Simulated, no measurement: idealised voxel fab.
This section sets out a process module, namely voxel released beams.
Xsec cut, 260 nm wide, square cell size 5 nm.
When this document writes out a cross-section, it uses a grid of square cells and lists it as bands, beginning at the top and moving down, with a band standing for one or more rows of cells.
Quick guide to a band line: top height, bottom height (nm) up front; then every material left to right with its width in nm. Only one material and it's marked "edge to edge"? Then it fills the band edge to edge. And "empty" just means empty space.
Height is counted from the level 0, under which the received wafer is composed throughout of one material. The lowest of the bands is not closed at the bottom but continues downward, in the notation "top 0, no bottom".
Top row gets the first number, bottom row gets the second, and each row in between changes by the same step: that is how a band width like "30..40" works.
"same as before", as given for a step, is the statement that not any cell of the cross-section underwent a change during that step.
In "Non-vented voids" the enclosed voids are listed, meaning empty spaces of 8 cells or larger without any opening to the top. The form is width x height at distance, distance from the left edge, units nm.
If you see something after the settings on a step's line, that's the simulator's own remark about that step.
overlay nm: how far to the right of its planned place the mask lay on this masked step (negative: to the left).
## Listed below are the process steps as planned
step 1: RECEIVE with material Si
step 2: CONFORMAL_DEP with material SiN, thk nm 5
step 3: DIRECTIONAL_DEP with material SiO2, thk nm 20
step 4: DIRECTIONAL_DEP with material aC, thk nm 15
step 5: PATTERN with tone open, mask id ANCHOR, material resist, width nm 25, thk nm 30, overlay nm 0
step 6: DIRECTIONAL_ETCH with etch materials aC, depth nm 15
step 7: STRIP with etch materials resist
step 8: DIRECTIONAL_ETCH with etch materials SiO2, depth nm 20
step 9: STRIP with etch materials aC
step 10: CONFORMAL_DEP with material W, thk nm 10
step 11: PATTERN with tone cover, mask id BEAM, material resist, width nm 80, thk nm 15, overlay nm 0
step 12: DIRECTIONAL_ETCH with etch materials W, depth nm 10
step 13: STRIP with etch materials resist
step 14: STRIP with etch materials SiO2
## Cross-sectional view of the wafer in its as-received condition, corresponding to the state after step 1
top 0, no bottom  Si edge to edge
Non-vented voids: none
## First of two wafers at the end of the module, shown in cross-section; run carried out as planned
top 35, bottom 25  empty 85 nm; W 15 nm; empty 5 nm; W 60 nm; empty 95 nm
top 25, bottom 15  empty 90 nm; W 10 nm; empty 5 nm; W 10 nm; empty 145 nm
top 15, bottom 5  empty 90 nm; W 25 nm; empty 145 nm
top 5, bottom 0  SiN edge to edge
top 0, no bottom  Si edge to edge
Non-vented voids: none
## Wafer two (of two), end-of-module cross-section: start = wafer one, plan = wafer one, one run mistake
top 35, bottom 25  empty 85 nm; W 80 nm; empty 95 nm
top 25, bottom 20  SiN edge to edge
top 20, bottom 0  SiO2 edge to edge
top 0, no bottom  Si edge to edge
Non-vented voids: none
Misprocessing identified: the executed order of steps 2 and 3 is the reverse of that specified in the plan, each step having taken the other's position
The second wafer ends with more or fewer cells of some materials than the first, per final count: SiO2: 208 more; W: 16 fewer
